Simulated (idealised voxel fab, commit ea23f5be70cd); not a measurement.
process module | voxel self aligned vias
cross-section cut | 290 nm wide | cells 5 nm
A cross-section is a grid of square cells, given in bands from the top down. A band is one or more rows of cells.
Each band's line starts with the height of the band's top and of its bottom, in nm. Then come its materials from left to right, each with its width in nm. One material with "throughout" fills the band from edge to edge. "air" is empty space.
Height 0 is the level under which the wafer as received is all one material. The lowest band goes on downwards, as in "0 down".
A width such as "30 to 40" changes by the same amount from each row of cells to the next, from the band's top row to its bottom row.
"no change" after a step means that no cell of the cross-section changed.
closed voids: empty space of 8 cells or more with no open way to the top, each as width x height at its distance from the left edge, in nm
after a step's settings: what the simulator itself notes on the step
overlay nm, on a step with a mask: how far to the right of its planned place the mask lay; to the left if negative
plan
1 op RECEIVE | material Si
2 op CONFORMAL_DEP | material SiO2 | thk nm 15
3 op CONFORMAL_DEP | material SiCN | thk nm 5
4 op DIRECTIONAL_DEP | material SiO2 | thk nm 30
5 op DIRECTIONAL_DEP | material aC | thk nm 15
6 op PATTERN | tone open | mask id LINES | material resist | width nm 30 | pitch nm 70 | thk nm 30 | overlay nm 0
7 op DIRECTIONAL_ETCH | etch materials aC | depth nm 15
8 op STRIP | etch materials resist
9 op DIRECTIONAL_ETCH | etch materials SiO2 | depth nm 30
10 op STRIP | etch materials aC
11 op CONFORMAL_DEP | material TiN | thk nm 5
12 op FILL_DEP | material W | thk nm 10
13 op CMP | height nm 50
14 op SELECTIVE_ETCH | etch materials W Ru TiN | depth nm 10
15 op FILL_DEP | material SiN | thk nm 5
16 op CMP | height nm 50
17 op DIRECTIONAL_DEP | material SiO2 | thk nm 15
18 op DIRECTIONAL_DEP | material aC | thk nm 15
19 op PATTERN | tone open | mask id VIAS | material resist | width nm 50 | pitch nm 70 | thk nm 30 | overlay nm 0
20 op DIRECTIONAL_ETCH | etch materials aC | depth nm 15
21 op STRIP | etch materials resist
22 op DIRECTIONAL_ETCH | etch materials SiO2 | depth nm 15
23 op DIRECTIONAL_ETCH | etch materials SiN | depth nm 10
24 op STRIP | etch materials aC
25 op CONFORMAL_DEP | material TiN | thk nm 5
26 op FILL_DEP | material W | thk nm 5
27 op CMP | height nm 65
28 op CONFORMAL_DEP | material SiCN | thk nm 5
as received, after step 1
  0 down: Si throughout
  closed voids: none
first wafer at the end, as planned
  70 to 65: SiCN throughout
  65 to 55: SiO2 85 | TiN 5 | W 40 | TiN 5 | SiO2 20 | TiN 5 | W 40 | TiN 5 | SiO2 85
  55 to 45: SiO2 85 to 95 | TiN 15 to 5 | W 20 | TiN 15 to 5 | SiO2 20 to 40 | TiN 15 to 5 | W 20 | TiN 15 to 5 | SiO2 85 to 95
  45 to 40: SiO2 95 | TiN 30 | SiO2 40 | TiN 30 | SiO2 95
  40 to 25: SiO2 95 | TiN 5 | W 20 | TiN 5 | SiO2 40 | TiN 5 | W 20 | TiN 5 | SiO2 95
  25 to 20: SiO2 95 | TiN 30 | SiO2 40 | TiN 30 | SiO2 95
  20 to 15: SiCN throughout
  15 to 0: SiO2 throughout
  0 down: Si throughout
  closed voids: none
second wafer at the end: like start, like plan, one mistake
  70 to 65: SiCN throughout
  65 to 55: SiO2 85 | TiN 5 | W 45 | TiN 5 | SiO2 15 | TiN 5 | W 45 | TiN 5 | SiO2 80
  55 to 45: SiO2 85 to 95 | TiN 15 to 5 | W 20 | TiN 20 to 5 | SiO2 15 to 40 | TiN 15 to 5 | W 20 | TiN 20 to 5 | SiO2 80 to 95
  45 to 40: SiO2 95 | TiN 30 | SiO2 40 | TiN 30 | SiO2 95
  40 to 25: SiO2 95 | TiN 5 | W 20 | TiN 5 | SiO2 40 | TiN 5 | W 20 | TiN 5 | SiO2 95
  25 to 20: SiO2 95 | TiN 30 | SiO2 40 | TiN 30 | SiO2 95
  20 to 15: SiCN throughout
  15 to 0: SiO2 throughout
  0 down: Si throughout
  closed voids: none
what went wrong: step 19 ran as: op PATTERN | tone open | mask id VIAS | material resist | width nm 55 | pitch nm 70 | thk nm 30 | overlay nm 0
at the end the second wafer has, in cells: 6 fewer of SiO2 | 2 more of TiN | 4 more of W
